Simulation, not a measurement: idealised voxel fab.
Herein follows the process module entitled voxel wiring stack.
Displayed cross-section: cut, width of 245 nm, square cells sized 5 nm.
Cross-section = grid of square cells, listed top down in bands; band = one or more rows. Heights first: top, then bottom, in nm. Then materials, left to right, each with a width in nm. "edge to edge" on a single material: fills the band edge to edge. "empty": empty space. Basically, 0 is our baseline, since under it the wafer straight out of the box is all one material. The bottom band has no lower end and keeps on going down, so it looks like "from 0 down". A two-number width, for instance "30 to 40", indicates that the width is equal to the first number in the top row of the band and to the second number in the bottom row, and that it changes by a constant amount per row of cells. Step marked "no change"? Then no cell in the cross-section changed in it. Enclosed voids (no open way to top), threshold 8 cells or more, entry "Closed void roster", notation width x height at distance, distance from left edge, nm. On a step's line, text after the settings is the simulator commenting on that step. A step's line can hold "overlay nm"; with a mask on that step, the setting says how far right of the planned place the mask lay, while a negative setting says it lay to the left.
[The following list gives the planned process steps]
1. RECEIVE | material Si
2. CONFORMAL_DEP | material SiO2 | thk nm 15
3. DIRECTIONAL_DEP | material TiN | thk nm 5
4. DIRECTIONAL_DEP | material W | thk nm 20
5. DIRECTIONAL_DEP | material aC | thk nm 15
6. PATTERN | tone cover | mask id METAL_1 | material resist | width nm 20 | pitch nm 50 | thk nm 35 | overlay nm 0
7. DIRECTIONAL_ETCH | etch materials aC | depth nm 15
8. STRIP | etch materials resist
9. DIRECTIONAL_ETCH | etch materials W | depth nm 20
10. DIRECTIONAL_ETCH | etch materials TiN | depth nm 5
11. STRIP | etch materials aC
12. FILL_DEP | material lowk | thk nm 10
13. CMP | height nm 40
14. CONFORMAL_DEP | material SiCN | thk nm 5
15. DIRECTIONAL_DEP | material SiO2 | thk nm 15
16. MASKED_ETCH | tone open | mask id PLUG_1 | width nm 15 | etch materials SiO2 | depth nm 15 | overlay nm 0
17. MASKED_ETCH | tone open | mask id PLUG_1 | width nm 15 | etch materials SiCN | depth nm 5 | overlay nm 0
18. EPI | material Ru | thk nm 10
19. EPI | material Ru | thk nm 10
20. DIRECTIONAL_DEP | material TiN | thk nm 5
21. DIRECTIONAL_DEP | material Ru | thk nm 20
22. MASKED_ETCH | tone cover | mask id METAL_2 | width nm 20 | pitch nm 50 | etch materials Ru | depth nm 20 | overlay nm 0
23. MASKED_ETCH | tone cover | mask id METAL_2 | width nm 20 | pitch nm 50 | etch materials TiN | depth nm 5 | overlay nm 0
24. CONFORMAL_DEP | material SiN | thk nm 5
25. FILL_DEP | material lowk | thk nm 10
26. CMP | height nm 85
27. CONFORMAL_DEP | material SiCN | thk nm 5
28. DIRECTIONAL_DEP | material lowk | thk nm 10
29. DIRECTIONAL_DEP | material aC | thk nm 10
30. PATTERN | tone open | mask id PLUG_2 | material resist | width nm 15 | thk nm 25 | overlay nm 0
31. DIRECTIONAL_ETCH | etch materials aC | depth nm 10
32. STRIP | etch materials resist
33. DIRECTIONAL_ETCH | etch materials lowk | depth nm 10
34. DIRECTIONAL_ETCH | etch materials SiCN | depth nm 5
35. STRIP | etch materials aC
36. CONFORMAL_DEP | material TiN | thk nm 5
37. FILL_DEP | material Cu | thk nm 5
38. CMP | height nm 100
39. CONFORMAL_DEP | material SiN | thk nm 5
40. DIRECTIONAL_DEP | material SiO2 | thk nm 15
41. PATTERN | tone open | mask id METAL_3 | material resist | width nm 20 | pitch nm 50 | thk nm 20 | overlay nm 0
42. DIRECTIONAL_ETCH | etch materials SiO2 | depth nm 15
43. DIRECTIONAL_ETCH | etch materials SiN | depth nm 5
44. STRIP | etch materials resist
45. CONFORMAL_DEP | material TiN | thk nm 5
46. FILL_DEP | material W | thk nm 5
47. CMP | height nm 120
48. EPI | material Ru | thk nm 5
49. FILL_DEP | material SiCN | thk nm 5
50. DIRECTIONAL_DEP | material lowk | thk nm 30
51. MASKED_ETCH | tone open | mask id METAL_4_HOLES | width nm 15 | pitch nm 50 | etch materials lowk | depth nm 30 | overlay nm 0
52. PATTERN | tone open | mask id METAL_4 | material resist | width nm 20 | pitch nm 50 | thk nm 20 | overlay nm 0
53. DIRECTIONAL_ETCH | etch materials lowk | depth nm 15
54. DIRECTIONAL_ETCH | etch materials SiCN | depth nm 5
55. STRIP | etch materials resist
56. CONFORMAL_DEP | material TiN | thk nm 5
57. FILL_DEP | material Cu | thk nm 5
58. CMP | height nm 160
59. CONFORMAL_DEP | material SiCN | thk nm 5
[Cross-section: wafer on arrival = after step 1]
- from 0 down: Si edge to edge
- Closed void roster: none
[First of two wafers: cross-section at end of module, run per plan]
- from 165 to 160: SiCN edge to edge
- from 160 to 150: 85 lowk / 5 TiN / 10 Cu / 5 TiN / 30 lowk / 5 TiN / 10 Cu / 5 TiN / 90 lowk
- from 150 to 145: 85 lowk / 5 TiN / 5 Cu / 10 TiN / 30 lowk / 5 TiN / 5 Cu / 10 TiN / 90 lowk
- from 145 to 130: 85 lowk / 5 TiN / 5 Cu / 5 TiN / 35 lowk / 5 TiN / 5 Cu / 5 TiN / 95 lowk
- from 130 to 125: 85 SiCN / 15 TiN / 35 SiCN / 15 TiN / 95 SiCN
- from 125 to 120: 80 SiCN / 30 Ru / 20 SiCN / 30 Ru / 85 SiCN
- from 120 to 105: 85 SiO2 / 5 TiN / 10 W / 5 TiN / 30 SiO2 / 5 TiN / 10 W / 5 TiN / 90 SiO2
- from 105 to 100: 85 SiN / 20 TiN / 30 SiN / 20 TiN / 90 SiN
- from 100 to 90: 85 lowk / 5 TiN / 5 Cu / 5 TiN / 145 lowk
- from 90 to 85: 85 SiCN / 15 TiN / 145 SiCN
- from 85 to 65: 80 lowk / 5 SiN / 20 Ru / 5 SiN / 20 lowk / 5 SiN / 20 Ru / 5 SiN / 85 lowk
- from 65 to 60: 85 SiN / 20 TiN / 30 SiN / 20 TiN / 90 SiN
- from 60 to 45: 85 SiO2 / 15 Ru / 145 SiO2
- from 45 to 40: 85 SiCN / 15 Ru / 145 SiCN
- from 40 to 20: 85 lowk / 20 W / 30 lowk / 20 W / 90 lowk
- from 20 to 15: 85 lowk / 20 TiN / 30 lowk / 20 TiN / 90 lowk
- from 15 to 0: SiO2 edge to edge
- from 0 down: Si edge to edge
- Closed void roster: none
[Cross-section of the latter of the two wafers at module completion. It had an identical start and an identical plan to the former; in running it, one mistake was made]
- from 165 to 160: SiCN edge to edge
- from 160 to 150: 85 lowk / 5 TiN / 10 Cu / 5 TiN / 30 lowk / 5 TiN / 10 Cu / 5 TiN / 90 lowk
- from 150 to 145: 85 lowk / 5 TiN / 5 Cu / 10 TiN / 30 lowk / 5 TiN / 5 Cu / 10 TiN / 90 lowk
- from 145 to 130: 85 lowk / 5 TiN / 5 Cu / 5 TiN / 35 lowk / 5 TiN / 5 Cu / 5 TiN / 95 lowk
- from 130 to 125: 85 SiCN / 15 TiN / 35 SiCN / 15 TiN / 95 SiCN
- from 125 to 120: 80 SiCN / 30 Ru / 20 SiCN / 30 Ru / 85 SiCN
- from 120 to 105: 85 SiO2 / 5 TiN / 10 W / 5 TiN / 30 SiO2 / 5 TiN / 10 W / 5 TiN / 90 SiO2
- from 105 to 100: 85 SiN / 20 TiN / 30 SiN / 20 TiN / 90 SiN
- from 100 to 90: 85 lowk / 5 TiN / 5 Cu / 5 TiN / 145 lowk
- from 90 to 85: 85 SiCN / 15 TiN / 145 SiCN
- from 85 to 75: 95 to 80 lowk / 5 to 20 SiN / 5 Ru / 5 SiN / 20 lowk / 5 SiN / 20 Ru / 5 SiN / 85 lowk
- from 75 to 70: 85 SiN / 15 Ru / 5 TiN / 30 SiN / 20 TiN / 90 SiN
- from 70 to 55: 85 SiO2 / 15 Ru / 145 SiO2
- from 55 to 50: 85 SiCN / 15 TiN / 145 SiCN
- from 50 to 40: SiCN edge to edge
- from 40 to 20: 85 lowk / 20 W / 30 lowk / 20 W / 90 lowk
- from 20 to 15: 85 lowk / 20 TiN / 30 lowk / 20 TiN / 90 lowk
- from 15 to 0: SiO2 edge to edge
- from 0 down: Si edge to edge
- Closed void roster: none
Where did the run depart from the plan? step 14: run off-plan, actual operation and settings CONFORMAL_DEP | material SiCN | thk nm 15
In the final state, the cell counts of the second wafer exceed or fall short of those of the first for the following materials: Ru -22 | SiCN +98 | SiN -5 | lowk -71
